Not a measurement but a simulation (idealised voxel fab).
Process module name: voxel transistor to metal
Cross-sectional view cut (width: 210 nm; square cell size: 5 nm).
Throughout this document, each cross-section is represented as a grid of square cells and is presented as a sequence of bands enumerated from the top downward, where a band comprises one or more rows of cells.
A band entry consists of two parts. The first gives the height of the band's top and the height of its bottom, in nm. The rest lists the band's materials from left to right, each with its width in nm. A single material labelled with the word "full width" fills the band from edge to edge, and the word "air" marks empty space.
All heights in this document are referenced to 0, defined as the level beneath which the wafer, as received, consists entirely of one material. The lowest band is not bounded below; it extends indefinitely downward and is written in the form "z 0 and below".
The two numbers in a width such as "30 to 40" mark its ends across the band: the first belongs to the top row of cells, the second to the bottom row, and from each row to the next the width moves by the same amount.
You'll sometimes find "nothing different" written for a step, and that's the way of saying that nowhere in the cross-section did a cell change during that step.
The label "Sealed cavities" introduces a list of the empty spaces, 8 cells or larger, that have no open way up to the top; each entry in it reads width x height at distance, where the distance is taken from the left edge and all three are stated in nm.
Heads up: the bit after the settings on a step's line is the simulator's remark on that step.
The line of a step may include "overlay nm". On a step with a mask, this value is how far to the right of its planned place the mask lay. A negative value means the mask lay to the left.
### List of planned process steps
- 1: RECEIVE | material Si
- 2: CONFORMAL_DEP | material SiO2 | thk nm 5
- 3: CONFORMAL_DEP | material SiN | thk nm 10
- 4: DIRECTIONAL_DEP | material aC | thk nm 10
- 5: PATTERN | tone cover | mask id ACTIVE | material resist | width nm 135 | thk nm 30 | overlay nm 0
- 6: DIRECTIONAL_ETCH | etch materials aC | depth nm 10
- 7: STRIP | etch materials resist
- 8: DIRECTIONAL_ETCH | etch materials SiN | depth nm 10
- 9: DIRECTIONAL_ETCH | etch materials SiO2 | depth nm 5
- 10: DIRECTIONAL_ETCH | etch materials Si | depth nm 25
- 11: STRIP | etch materials aC
- 12: OXIDIZE | depth nm 5
- 13: FILL_DEP | material SiO2 | thk nm 15
- 14: CMP | height nm 15
- 15: SELECTIVE_ETCH | etch materials SiO2 | depth nm 5
- 16: STRIP | etch materials SiN
- 17: SELECTIVE_ETCH | etch materials SiO2 | depth nm 5
- 18: OXIDIZE | depth nm 5
- 19: DIRECTIONAL_DEP | material polySi | thk nm 20
- 20: DIRECTIONAL_DEP | material SiCN | thk nm 15
- 21: DIRECTIONAL_DEP | material aC | thk nm 10
- 22: PATTERN | tone cover | mask id GATE | material resist | width nm 35 | thk nm 25 | overlay nm 0
- 23: DIRECTIONAL_ETCH | etch materials aC | depth nm 10
- 24: STRIP | etch materials resist
- 25: DIRECTIONAL_ETCH | etch materials SiCN | depth nm 25
- 26: DIRECTIONAL_ETCH | etch materials polySi | depth nm 30
- 27: STRIP | etch materials aC
- 28: CONFORMAL_DEP | material SiO2 | thk nm 5
- 29: DIRECTIONAL_ETCH | etch materials SiO2 | depth nm 5
- 30: CONFORMAL_DEP | material SiN | thk nm 5
- 31: DIRECTIONAL_ETCH | etch materials SiN | depth nm 5
- 32: DIRECTIONAL_ETCH | etch materials SiO2 | depth nm 5
- 33: EPI | material pSi | thk nm 5
- 34: FILL_DEP | material SiO2 | thk nm 10
- 35: CMP | height nm 20
- 36: STRIP | etch materials polySi
- 37: SELECTIVE_ETCH | etch materials SiO2 | depth nm 5
- 38: CONFORMAL_DEP | material HfO2 | thk nm 5
- 39: CONFORMAL_DEP | material TiN | thk nm 5
- 40: FILL_DEP | material W | thk nm 10
- 41: CMP | height nm 15
- 42: DIRECTIONAL_DEP | material SiO2 | thk nm 15
- 43: MASKED_ETCH | tone open | mask id CONTACT | width nm 20 | pitch nm 95 | etch materials SiO2 | depth nm 30 | overlay nm 0
- 44: CONFORMAL_DEP | material TiN | thk nm 5
- 45: FILL_DEP | material W | thk nm 10
- 46: CMP | height nm 30
- 47: CONFORMAL_DEP | material SiN | thk nm 5
- 48: DIRECTIONAL_DEP | material SiO2 | thk nm 15
- 49: PATTERN | tone open | mask id METAL_1 | material resist | width nm 20 | pitch nm 95 | thk nm 20 | overlay nm 0
- 50: DIRECTIONAL_ETCH | etch materials SiO2 | depth nm 15
- 51: DIRECTIONAL_ETCH | etch materials SiN | depth nm 5
- 52: STRIP | etch materials resist
- 53: CONFORMAL_DEP | material TiN | thk nm 5
- 54: FILL_DEP | material Cu | thk nm 10
- 55: CMP | height nm 50
- 56: EPI | material Ru | thk nm 5
- 57: FILL_DEP | material SiCN | thk nm 5
### As-received state of the wafer in cross-section, equivalent to post-step 1
  z 0 and below | Si full width
  Sealed cavities: none
### Looking at the first of two wafers in cross-section at end of module - ran to plan
  z 60 to 55 | SiCN full width
  z 55 to 50 | SiCN 40 | Ru 30 | SiCN 65 | Ru 30 | SiCN 45
  z 50 to 35 | SiO2 45 | TiN 5 | Cu 10 | TiN 5 | SiO2 75 | TiN 5 | Cu 10 | TiN 5 | SiO2 50
  z 35 to 30 | SiN 45 | TiN 20 | SiN 75 | TiN 20 | SiN 50
  z 30 to 15 | SiO2 45 | TiN 5 | W 10 | TiN 5 | SiO2 75 | TiN 5 | W 10 | TiN 5 | SiO2 50
  z 15 to 5 | SiO2 45 | TiN 5 | W 10 | TiN 5 | SiO2 10 | SiN 5 | HfO2 5 | TiN 5 | W 25 | TiN 5 | HfO2 5 | SiN 5 | SiO2 10 | TiN 5 | W 10 | TiN 5 | SiO2 50
  z 5 to 0 | SiO2 35 | SiN 5 | SiO2 5 | TiN 20 | SiO2 10 | SiN 5 | HfO2 5 | TiN 35 | HfO2 5 | SiN 5 | SiO2 10 | TiN 20 | SiO2 5 | SiN 5 | SiO2 40
  z 0 to -5 | SiO2 40 | pSi 35 | SiO2 5 | HfO2 45 | SiO2 5 | pSi 35 | SiO2 45
  z -5 to -30 | SiO2 40 | Si 125 | SiO2 45
  z -30 and below | Si full width
  Sealed cavities: none
### Here's the second of our two wafers sectioned at module end. Same start as the first, same plan, but one mistake got made running it
  z 60 to 55 | SiCN full width
  z 55 to 50 | SiCN 40 | Ru 30 | SiCN 65 | Ru 30 | SiCN 45
  z 50 to 35 | SiO2 45 | TiN 5 | Cu 10 | TiN 5 | SiO2 75 | TiN 5 | Cu 10 | TiN 5 | SiO2 50
  z 35 to 30 | SiN 45 | TiN 20 | SiN 75 | TiN 20 | SiN 50
  z 30 to 15 | SiO2 45 | TiN 5 | W 10 | TiN 5 | SiO2 75 | TiN 5 | W 10 | TiN 5 | SiO2 50
  z 15 to 5 | SiO2 45 | TiN 5 | W 10 | TiN 5 | SiO2 10 | SiN 5 | HfO2 5 | TiN 5 | W 25 | TiN 5 | HfO2 5 | SiN 5 | SiO2 10 | TiN 5 | W 10 | TiN 5 | SiO2 50
  z 5 to 0 | SiO2 35 | SiN 5 | SiO2 5 | TiN 20 | SiO2 10 | SiN 5 | HfO2 5 | TiN 35 | HfO2 5 | SiN 5 | SiO2 10 | TiN 20 | SiO2 5 | SiN 5 | SiO2 40
  z 0 to -5 | SiO2 40 | pSi 35 | SiO2 5 | HfO2 45 | SiO2 5 | pSi 35 | SiO2 45
  z -5 to -55 | SiO2 40 | Si 125 | SiO2 45
  z -55 and below | Si full width
  Sealed cavities: none
Finding, execution versus plan: yeah, plan step 10 got run twice
Materials where the second wafer ends with more or fewer cells than the first: 85 fewer of Si, 85 more of SiO2
